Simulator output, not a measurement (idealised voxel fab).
This is a process module. Its name is voxel spacer lines.
In the cross-section labelled cut, the width is 225 nm and each square cell is 5 nm.
Cross-section format: a grid of square cells, given as bands from top to bottom; each band is one or more rows of cells. Band: top and bottom heights (nm) first, top before bottom; then materials from left to right, widths in nm. "throughout" marks a sole material filling the band edge to edge. "empty" denotes empty space. Beneath 0, the wafer as received is one material, and that level is where height counting begins. The lowest band goes on downward without a bottom; it is written like "0 -> down". The notation "30->40" denotes a width that varies across the rows of cells in the band, beginning at the first number in the top row, finishing at the second number in the bottom row, and changing by an identical amount from each row to the next. Key: "stayed the same" - step with no changed cell in the cross-section. If an empty space has no open way to the top and is at least 8 cells in size, "Closed internal cavities" lists it, written width x height at distance, where distance is measured from the left edge and every value is in nm. The remark found on a step's line after its settings is issued by the simulator itself and pertains to that step. The line of a step may include "overlay nm". On a step with a mask, this value is how far to the right of its planned place the mask lay. A negative value means the mask lay to the left.

This section lists the process steps that were planned
1: RECEIVE | material Si
2: CONFORMAL_DEP | material SiO2 | thk nm 5
3: DIRECTIONAL_DEP | material polySi | thk nm 20
4: DIRECTIONAL_DEP | material aC | thk nm 25
5: PATTERN | tone cover | mask id MANDREL | material resist | width nm 15 | pitch nm 60 | thk nm 30 | overlay nm 0
6: DIRECTIONAL_ETCH | etch materials aC | depth nm 25
7: STRIP | etch materials resist
8: CONFORMAL_DEP | material SiN | thk nm 15
9: DIRECTIONAL_ETCH | etch materials SiN | depth nm 15
10: STRIP | etch materials aC
11: DIRECTIONAL_ETCH | etch materials polySi | depth nm 20
12: STRIP | etch materials SiN

Cross-section of the incoming wafer, state after step 1
0 -> down = Si throughout
Closed internal cavities: none

End-of-module cross-section of the first of two wafers, processed as planned
25 -> 5 = 60 nm empty | 15 nm polySi | 15 nm empty | 15 nm polySi | 15 nm empty | 15 nm polySi | 15 nm empty | 15 nm polySi | 60 nm empty
5 -> 0 = SiO2 throughout
0 -> down = Si throughout
Closed internal cavities: none

The second wafer, shown in cross-section after the module: started the same way as the first and given the same plan, yet one mistake crept into how it was run
25 -> 20 = SiO2 throughout
20 -> 0 = polySi throughout
0 -> down = Si throughout
Closed internal cavities: none
It is concluded that the wafer was processed incorrectly with respect to the plan, in that the executed order of steps 2 and 3 is the reverse of that specified in the plan, each step having taken the other's position
Final comparison by cell count, materials where the second wafer has more or fewer than the first: +132 polySi
